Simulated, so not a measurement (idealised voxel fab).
The following process module bears the name voxel self aligned contacts.
cross-section cut | 155 nm wide | cells 5 nm
If you're reading a cross-section in this doc, picture square cells in a grid; it comes to you as bands, top ones listed first down to the bottom, and a band can be one or more rows of cells. Band entry format. Leading values: height of top, height of bottom, nm. Remainder: materials in left-to-right order, each with its width in nm. Special words: "everywhere" on a single material, which then fills the band edge to edge; "air", empty space. Where do heights start? At 0: under that level the wafer as delivered is made of one material only. And the lowest band has no floor; it just carries on downward, as in "0..down". The expression "30->40" gives the width at the extremes of the band, the first number at its top row of cells and the second at its bottom row, with the width changing by equal amounts from each row to the next in between. When a step is marked "no modification", none of the cells in the cross-section changed during that step. The entry "Unvented internal voids" lists the empty spaces that cover at least 8 cells and have no open path to the top. Each is written as width x height at distance, where the distance is measured from the left edge and all three values are in nm. Where a step's line continues beyond its settings, the continuation is a remark by the simulator itself on that step. A step line may carry the setting "overlay nm", which, for steps involving a mask, states the distance by which the mask lay to the right of its intended position; negative values denote displacement to the left.
## The steps planned for the process are as follows
| 1 | RECEIVE, material Si |
| 2 | OXIDIZE, depth nm 5 |
| 3 | DIRECTIONAL_DEP, material polySi, thk nm 20 |
| 4 | DIRECTIONAL_DEP, material SiN, thk nm 25 |
| 5 | MASKED_ETCH, tone cover, mask id GATE, width nm 35, pitch nm 75, etch materials SiN, depth nm 25, overlay nm 0 |
| 6 | MASKED_ETCH, tone cover, mask id GATE, width nm 35, pitch nm 75, etch materials polySi, depth nm 20, overlay nm 0 |
| 7 | CONFORMAL_DEP, material SiN, thk nm 10 |
| 8 | DIRECTIONAL_ETCH, etch materials SiN, depth nm 10 |
| 9 | FILL_DEP, material SiO2, thk nm 15 |
| 10 | CMP, height nm 50 |
| 11 | DIRECTIONAL_DEP, material aC, thk nm 10 |
| 12 | PATTERN, tone open, mask id CONTACT, material resist, width nm 60, thk nm 25, overlay nm 0 |
| 13 | DIRECTIONAL_ETCH, etch materials aC, depth nm 10 |
| 14 | STRIP, etch materials resist |
| 15 | DIRECTIONAL_ETCH, etch materials SiO2, depth nm 55 |
| 16 | STRIP, etch materials aC |
| 17 | CONFORMAL_DEP, material TiN, thk nm 5 |
| 18 | FILL_DEP, material W, thk nm 5 |
| 19 | CMP, height nm 50 |
| 20 | CONFORMAL_DEP, material SiCN, thk nm 5 |
## The first of two wafers, run as planned
## Here's what the wafer looked like in cross-section when it arrived - that's after step 1
	0..down = Si everywhere
	Unvented internal voids: none
## after step 2
	0..-5 = SiO2 everywhere
	below -5: unchanged
## after step 3
	20..0 = polySi everywhere
	below 0: unchanged
## after step 4
	45..20 = SiN everywhere
	below 20: unchanged
## after step 5
	45..20 = 20 of air / 35 of SiN / 40 of air / 35 of SiN / 25 of air
	below 20: unchanged
## after step 6
	45..20 = 20 of air / 35 of SiN / 40 of air / 35 of SiN / 25 of air
	20..0 = 20 of air / 35 of polySi / 40 of air / 35 of polySi / 25 of air
	below 0: unchanged
## after step 7
	55..20 = 10 of air / 55 of SiN / 20 of air / 55 of SiN / 15 of air
	20..10 = 10 of air / 10 of SiN / 35 of polySi / 10 of SiN / 20 of air / 10 of SiN / 35 of polySi / 10 of SiN / 15 of air
	10..0 = 20 of SiN / 35 of polySi / 40 of SiN / 35 of polySi / 25 of SiN
	below 0: unchanged
## after step 8
	45..20 = 10 of air / 55 of SiN / 20 of air / 55 of SiN / 15 of air
	20..0 = 10 of air / 10 of SiN / 35 of polySi / 10 of SiN / 20 of air / 10 of SiN / 35 of polySi / 10 of SiN / 15 of air
	below 0: unchanged
## after step 9
	60..45 = SiO2 everywhere
	45..20 = 10 of SiO2 / 55 of SiN / 20 of SiO2 / 55 of SiN / 15 of SiO2
	20..0 = 10 of SiO2 / 10 of SiN / 35 of polySi / 10 of SiN / 20 of SiO2 / 10 of SiN / 35 of polySi / 10 of SiN / 15 of SiO2
	below 0: unchanged
## after step 10
	50..45 = SiO2 everywhere
	below 45: unchanged
## after step 11
	60..50 = aC everywhere
	below 50: unchanged
## after step 12
	85..60 = 45 of resist / 60 of air / 50 of resist
	below 60: unchanged
## after step 13
	75..60 = 45 of resist / 60 of air / 50 of resist
	60..50 = 45 of aC / 60 of air / 50 of aC
	below 50: unchanged
## after step 14
	60..50 = 45 of aC / 60 of air / 50 of aC
	below 50: unchanged
## after step 15
	60..50 = 45 of aC / 60 of air / 50 of aC
	50..45 = 45 of SiO2 / 60 of air / 50 of SiO2
	45..20 = 10 of SiO2 / 55 of SiN / 20 of air / 55 of SiN / 15 of SiO2
	20..0 = 10 of SiO2 / 10 of SiN / 35 of polySi / 10 of SiN / 20 of air / 10 of SiN / 35 of polySi / 10 of SiN / 15 of SiO2
	0..-5 = 65 of SiO2 / 20 of air / 70 of SiO2
	below -5: unchanged
## after step 16
	50..45 = 45 of SiO2 / 60 of air / 50 of SiO2
	below 45: unchanged
## after step 17
	55..50 = 50 of TiN / 50 of air / 55 of TiN
	50..45 = 45 of SiO2 / 25 of TiN / 10 of air / 25 of TiN / 50 of SiO2
	45..20 = 10 of SiO2 / 55 of SiN / 5 of TiN / 10 of air / 5 of TiN / 55 of SiN / 15 of SiO2
	20..0 = 10 of SiO2 / 10 of SiN / 35 of polySi / 10 of SiN / 5 of TiN / 10 of air / 5 of TiN / 10 of SiN / 35 of polySi / 10 of SiN / 15 of SiO2
	0..-5 = 65 of SiO2 / 20 of TiN / 70 of SiO2
	below -5: unchanged
## after step 18
	60..55 = W everywhere
	55..50 = 50 of TiN / 50 of W / 55 of TiN
	50..45 = 45 of SiO2 / 25 of TiN / 10 of W / 25 of TiN / 50 of SiO2
	45..20 = 10 of SiO2 / 55 of SiN / 5 of TiN / 10 of W / 5 of TiN / 55 of SiN / 15 of SiO2
	20..0 = 10 of SiO2 / 10 of SiN / 35 of polySi / 10 of SiN / 5 of TiN / 10 of W / 5 of TiN / 10 of SiN / 35 of polySi / 10 of SiN / 15 of SiO2
	below 0: unchanged
## after step 19
	50..45 = 45 of SiO2 / 25 of TiN / 10 of W / 25 of TiN / 50 of SiO2
	below 45: unchanged
## after step 20
	55..50 = SiCN everywhere
	below 50: unchanged
## Wafer two. Identical start, identical plan. One mistake in execution. Identical history through step 11
## Cross-section: second wafer, time at which step 12 was scheduled to end
	85..60 = 45 of air / 60 of resist / 50 of air
	below 60: unchanged
## Cross-section: second wafer, time at which step 13 was scheduled to end
	75..60 = 45 of air / 60 of resist / 50 of air
	60..50 = 45 of air / 60 of aC / 50 of air
	below 50: unchanged
## Cross-section: second wafer, time at which step 14 was scheduled to end
	60..50 = 45 of air / 60 of aC / 50 of air
	below 50: unchanged
## Cross-section: second wafer, time at which step 15 was scheduled to end
	60..50 = 45 of air / 60 of aC / 50 of air
	50..45 = 45 of air / 60 of SiO2 / 50 of air
	45..20 = 10 of air / 55 of SiN / 20 of SiO2 / 55 of SiN / 15 of air
	20..0 = 10 of air / 10 of SiN / 35 of polySi / 10 of SiN / 20 of SiO2 / 10 of SiN / 35 of polySi / 10 of SiN / 15 of air
	0..-5 = 10 of air / 130 of SiO2 / 15 of air
	below -5: unchanged
## Cross-section: second wafer, time at which step 16 was scheduled to end
	50..45 = 45 of air / 60 of SiO2 / 50 of air
	below 45: unchanged
## Cross-section: second wafer, time at which step 17 was scheduled to end
	55..50 = 40 of air / 70 of TiN / 45 of air
	50..45 = 5 of air / 40 of TiN / 60 of SiO2 / 40 of TiN / 10 of air
	45..20 = 5 of air / 5 of TiN / 55 of SiN / 20 of SiO2 / 55 of SiN / 5 of TiN / 10 of air
	20..0 = 5 of air / 5 of TiN / 10 of SiN / 35 of polySi / 10 of SiN / 20 of SiO2 / 10 of SiN / 35 of polySi / 10 of SiN / 5 of TiN / 10 of air
	0..-5 = 10 of TiN / 130 of SiO2 / 15 of TiN
	below -5: unchanged
## Cross-section: second wafer, time at which step 18 was scheduled to end
	60..55 = W everywhere
	55..50 = 40 of W / 70 of TiN / 45 of W
	50..45 = 5 of W / 40 of TiN / 60 of SiO2 / 40 of TiN / 10 of W
	45..20 = 5 of W / 5 of TiN / 55 of SiN / 20 of SiO2 / 55 of SiN / 5 of TiN / 10 of W
	20..0 = 5 of W / 5 of TiN / 10 of SiN / 35 of polySi / 10 of SiN / 20 of SiO2 / 10 of SiN / 35 of polySi / 10 of SiN / 5 of TiN / 10 of W
	below 0: unchanged
## Cross-section: second wafer, time at which step 19 was scheduled to end
	50..45 = 5 of W / 40 of TiN / 60 of SiO2 / 40 of TiN / 10 of W
	below 45: unchanged
## Cross-section: second wafer, time at which step 20 was scheduled to end
	55..50 = SiCN everywhere
	below 50: unchanged
Heads up, the wafer didn't run the way we planned it: step 12 ran with different settings than intended, the actual operation and settings being PATTERN, tone cover, mask id CONTACT, material resist, width nm 60, thk nm 25, overlay nm 0
Final difference in cells, second wafer against first, listed per material as more or fewer: -17 SiO2; +7 TiN; +10 W
